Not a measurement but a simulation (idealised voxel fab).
Process module, titled voxel gate over fins
This is section cut - it's 255 nm across, gridded in 5 nm square cells.
Cross-section spec: square-cell grid; bands listed top down; each band is one or more rows. Top height, bottom height, nm. Materials left to right, width each, nm. Single material + "throughout" = fills band edge to edge. "blank" = empty. Height 0 is the level under which the wafer as received is all one material. The lowest band goes on downwards, as in "0 -> down". The two numbers in a width such as "30..40" mark its ends across the band: the first belongs to the top row of cells, the second to the bottom row, and from each row to the next the width moves by the same amount. Any step labelled "nothing was modified" changed none of the cells in the cross-section. Under "Closed void entries" you'll find the enclosed gaps, the ones with no way out to the top, that are 8 cells or bigger; each reads width x height at distance, with distance counted from the left edge, everything in nm. It should be noted that, on the line of a given step, the content following the step's settings is a remark produced by the simulator itself with respect to that step. overlay nm, on a step with a mask: how far to the right of its planned place the mask lay; to the left if negative.
LISTED BELOW ARE THE PROCESS STEPS AS PLANNED
1) RECEIVE, material Si
2) CONFORMAL_DEP, material SiN, thk nm 5
3) MASKED_ETCH, tone cover, mask id FINS, width nm 15, pitch nm 45, etch materials SiN, depth nm 5, overlay nm 0
4) MASKED_ETCH, tone cover, mask id FINS, width nm 15, pitch nm 45, etch materials Si, depth nm 30, overlay nm 0
5) OXIDIZE, depth nm 5
6) FILL_DEP, material SiO2, thk nm 5
7) CMP, height nm 5
8) SELECTIVE_ETCH, etch materials SiO2, depth nm 15
9) STRIP, etch materials SiN
10) CONFORMAL_DEP, material HfO2, thk nm 5
11) CONFORMAL_DEP, material TiN, thk nm 5
12) FILL_DEP, material W, thk nm 15
13) CMP, height nm 20
14) CONFORMAL_DEP, material SiN, thk nm 5
FIRST OF TWO WAFERS: RUN AS PLANNED
WAFER CROSS-SECTION ON RECEIPT, I.E. AFTER STEP 1
* 0 -> down: Si throughout
* Closed void entries: none
AFTER STEP 2: WAFER CROSS-SECTION
* 5 -> 0: SiN throughout
* Everything under 0 stays put, no change at all.
AFTER STEP 3: WAFER CROSS-SECTION
* 5 -> 0: blank 50 nm | SiN 15 nm | blank 30 nm | SiN 15 nm | blank 30 nm | SiN 15 nm | blank 30 nm | SiN 15 nm | blank 55 nm
* Everything under 0 stays put, no change at all.
AFTER STEP 4: WAFER CROSS-SECTION
* 5 -> 0: blank 50 nm | SiN 15 nm | blank 30 nm | SiN 15 nm | blank 30 nm | SiN 15 nm | blank 30 nm | SiN 15 nm | blank 55 nm
* 0 -> -30: blank 50 nm | Si 15 nm | blank 30 nm | Si 15 nm | blank 30 nm | Si 15 nm | blank 30 nm | Si 15 nm | blank 55 nm
* Everything under -30 stays put, no change at all.
AFTER STEP 5: WAFER CROSS-SECTION
* 5 -> 0: blank 50 nm | SiN 15 nm | blank 30 nm | SiN 15 nm | blank 30 nm | SiN 15 nm | blank 30 nm | SiN 15 nm | blank 55 nm
* 0 -> -30: blank 50 nm | SiO2 5 nm | Si 5 nm | SiO2 5 nm | blank 30 nm | SiO2 5 nm | Si 5 nm | SiO2 5 nm | blank 30 nm | SiO2 5 nm | Si 5 nm | SiO2 5 nm | blank 30 nm | SiO2 5 nm | Si 5 nm | SiO2 5 nm | blank 55 nm
* -30 -> -35: SiO2 55 nm | Si 5 nm | SiO2 40 nm | Si 5 nm | SiO2 40 nm | Si 5 nm | SiO2 40 nm | Si 5 nm | SiO2 60 nm
* Everything under -35 stays put, no change at all.
AFTER STEP 6: WAFER CROSS-SECTION
* 10 -> 5: SiO2 throughout
* 5 -> 0: SiO2 50 nm | SiN 15 nm | SiO2 30 nm | SiN 15 nm | SiO2 30 nm | SiN 15 nm | SiO2 30 nm | SiN 15 nm | SiO2 55 nm
* 0 -> -35: SiO2 55 nm | Si 5 nm | SiO2 40 nm | Si 5 nm | SiO2 40 nm | Si 5 nm | SiO2 40 nm | Si 5 nm | SiO2 60 nm
* Everything under -35 stays put, no change at all.
AFTER STEP 7: WAFER CROSS-SECTION
* 5 -> 0: SiO2 50 nm | SiN 15 nm | SiO2 30 nm | SiN 15 nm | SiO2 30 nm | SiN 15 nm | SiO2 30 nm | SiN 15 nm | SiO2 55 nm
* Everything under 0 stays put, no change at all.
AFTER STEP 8: WAFER CROSS-SECTION
* 5 -> 0: blank 50 nm | SiN 15 nm | blank 30 nm | SiN 15 nm | blank 30 nm | SiN 15 nm | blank 30 nm | SiN 15 nm | blank 55 nm
* 0 -> -10: blank 55 nm | Si 5 nm | blank 40 nm | Si 5 nm | blank 40 nm | Si 5 nm | blank 40 nm | Si 5 nm | blank 60 nm
* Everything under -10 stays put, no change at all.
AFTER STEP 9: WAFER CROSS-SECTION
* 0 -> -10: blank 55 nm | Si 5 nm | blank 40 nm | Si 5 nm | blank 40 nm | Si 5 nm | blank 40 nm | Si 5 nm | blank 60 nm
* Everything under -10 stays put, no change at all.
AFTER STEP 10: WAFER CROSS-SECTION
* 5 -> 0: blank 50 nm | HfO2 15 nm | blank 30 nm | HfO2 15 nm | blank 30 nm | HfO2 15 nm | blank 30 nm | HfO2 15 nm | blank 55 nm
* 0 -> -5: blank 50 nm | HfO2 5 nm | Si 5 nm | HfO2 5 nm | blank 30 nm | HfO2 5 nm | Si 5 nm | HfO2 5 nm | blank 30 nm | HfO2 5 nm | Si 5 nm | HfO2 5 nm | blank 30 nm | HfO2 5 nm | Si 5 nm | HfO2 5 nm | blank 55 nm
* -5 -> -10: HfO2 55 nm | Si 5 nm | HfO2 40 nm | Si 5 nm | HfO2 40 nm | Si 5 nm | HfO2 40 nm | Si 5 nm | HfO2 60 nm
* Everything under -10 stays put, no change at all.
AFTER STEP 11: WAFER CROSS-SECTION
* 10 -> 5: blank 45 nm | TiN 25 nm | blank 20 nm | TiN 25 nm | blank 20 nm | TiN 25 nm | blank 20 nm | TiN 25 nm | blank 50 nm
* 5 -> 0: blank 45 nm | TiN 5 nm | HfO2 15 nm | TiN 5 nm | blank 20 nm | TiN 5 nm | HfO2 15 nm | TiN 5 nm | blank 20 nm | TiN 5 nm | HfO2 15 nm | TiN 5 nm | blank 20 nm | TiN 5 nm | HfO2 15 nm | TiN 5 nm | blank 50 nm
* 0 -> -5: TiN 50 nm | HfO2 5 nm | Si 5 nm | HfO2 5 nm | TiN 30 nm | HfO2 5 nm | Si 5 nm | HfO2 5 nm | TiN 30 nm | HfO2 5 nm | Si 5 nm | HfO2 5 nm | TiN 30 nm | HfO2 5 nm | Si 5 nm | HfO2 5 nm | TiN 55 nm
* Everything under -5 stays put, no change at all.
AFTER STEP 12: WAFER CROSS-SECTION
* 25 -> 10: W throughout
* 10 -> 5: W 45 nm | TiN 25 nm | W 20 nm | TiN 25 nm | W 20 nm | TiN 25 nm | W 20 nm | TiN 25 nm | W 50 nm
* 5 -> 0: W 45 nm | TiN 5 nm | HfO2 15 nm | TiN 5 nm | W 20 nm | TiN 5 nm | HfO2 15 nm | TiN 5 nm | W 20 nm | TiN 5 nm | HfO2 15 nm | TiN 5 nm | W 20 nm | TiN 5 nm | HfO2 15 nm | TiN 5 nm | W 50 nm
* Everything under 0 stays put, no change at all.
AFTER STEP 13: WAFER CROSS-SECTION
* 20 -> 10: W throughout
* Everything under 10 stays put, no change at all.
AFTER STEP 14: WAFER CROSS-SECTION
* 25 -> 20: SiN throughout
* Everything under 20 stays put, no change at all.
THE SECOND WAFER WAS PREPARED FROM THE SAME STARTING POINT AND UNDER THE SAME PLAN AS THE FIRST; ITS PROCESSING CONTAINED ONE MISTAKE, AND IT REMAINS INDISTINGUISHABLE FROM THE FIRST WAFER UP TO AND INCLUDING STEP 5
CROSS-SECTION OF THE SECOND WAFER AT THE TIME BY WHICH STEP 6 SHOULD HAVE BEEN COMPLETED ACCORDING TO THE PLAN
* 10 -> 5: TiN throughout
* 5 -> 0: TiN 50 nm | SiN 15 nm | TiN 30 nm | SiN 15 nm | TiN 30 nm | SiN 15 nm | TiN 30 nm | SiN 15 nm | TiN 55 nm
* 0 -> -30: TiN 50 nm | SiO2 5 nm | Si 5 nm | SiO2 5 nm | TiN 30 nm | SiO2 5 nm | Si 5 nm | SiO2 5 nm | TiN 30 nm | SiO2 5 nm | Si 5 nm | SiO2 5 nm | TiN 30 nm | SiO2 5 nm | Si 5 nm | SiO2 5 nm | TiN 55 nm
* Everything under -30 stays put, no change at all.
CROSS-SECTION OF THE SECOND WAFER AT THE TIME BY WHICH STEP 7 SHOULD HAVE BEEN COMPLETED ACCORDING TO THE PLAN
* 5 -> 0: TiN 50 nm | SiN 15 nm | TiN 30 nm | SiN 15 nm | TiN 30 nm | SiN 15 nm | TiN 30 nm | SiN 15 nm | TiN 55 nm
* Everything under 0 stays put, no change at all.
Cross-section of the second wafer at the time by which step 8 should have been completed according to the plan: nothing was modified
CROSS-SECTION OF THE SECOND WAFER AT THE TIME BY WHICH STEP 9 SHOULD HAVE BEEN COMPLETED ACCORDING TO THE PLAN
* 5 -> 0: TiN 50 nm | blank 15 nm | TiN 30 nm | blank 15 nm | TiN 30 nm | blank 15 nm | TiN 30 nm | blank 15 nm | TiN 55 nm
* Everything under 0 stays put, no change at all.
CROSS-SECTION OF THE SECOND WAFER AT THE TIME BY WHICH STEP 10 SHOULD HAVE BEEN COMPLETED ACCORDING TO THE PLAN
* 10 -> 5: HfO2 55 nm | blank 5 nm | HfO2 40 nm | blank 5 nm | HfO2 40 nm | blank 5 nm | HfO2 40 nm | blank 5 nm | HfO2 60 nm
* 5 -> 0: TiN 50 nm | HfO2 15 nm | TiN 30 nm | HfO2 15 nm | TiN 30 nm | HfO2 15 nm | TiN 30 nm | HfO2 15 nm | TiN 55 nm
* Everything under 0 stays put, no change at all.
CROSS-SECTION OF THE SECOND WAFER AT THE TIME BY WHICH STEP 11 SHOULD HAVE BEEN COMPLETED ACCORDING TO THE PLAN
* 15 -> 10: TiN throughout
* 10 -> 5: HfO2 55 nm | TiN 5 nm | HfO2 40 nm | TiN 5 nm | HfO2 40 nm | TiN 5 nm | HfO2 40 nm | TiN 5 nm | HfO2 60 nm
* Everything under 5 stays put, no change at all.
CROSS-SECTION OF THE SECOND WAFER AT THE TIME BY WHICH STEP 12 SHOULD HAVE BEEN COMPLETED ACCORDING TO THE PLAN
* 30 -> 15: W throughout
* Everything under 15 stays put, no change at all.
CROSS-SECTION OF THE SECOND WAFER AT THE TIME BY WHICH STEP 13 SHOULD HAVE BEEN COMPLETED ACCORDING TO THE PLAN
* 20 -> 15: W throughout
* Everything under 15 stays put, no change at all.
CROSS-SECTION OF THE SECOND WAFER AT THE TIME BY WHICH STEP 14 SHOULD HAVE BEEN COMPLETED ACCORDING TO THE PLAN
* 25 -> 20: SiN throughout
* Everything under 20 stays put, no change at all.
What went wrong in running the wafer? contrary to plan, step 6 was performed as FILL_DEP, material TiN, thk nm 5
Cell-count delta at end, second wafer over first, by material: HfO2: 8 fewer, SiO2: 140 fewer, TiN: 261 more, W: 113 fewer
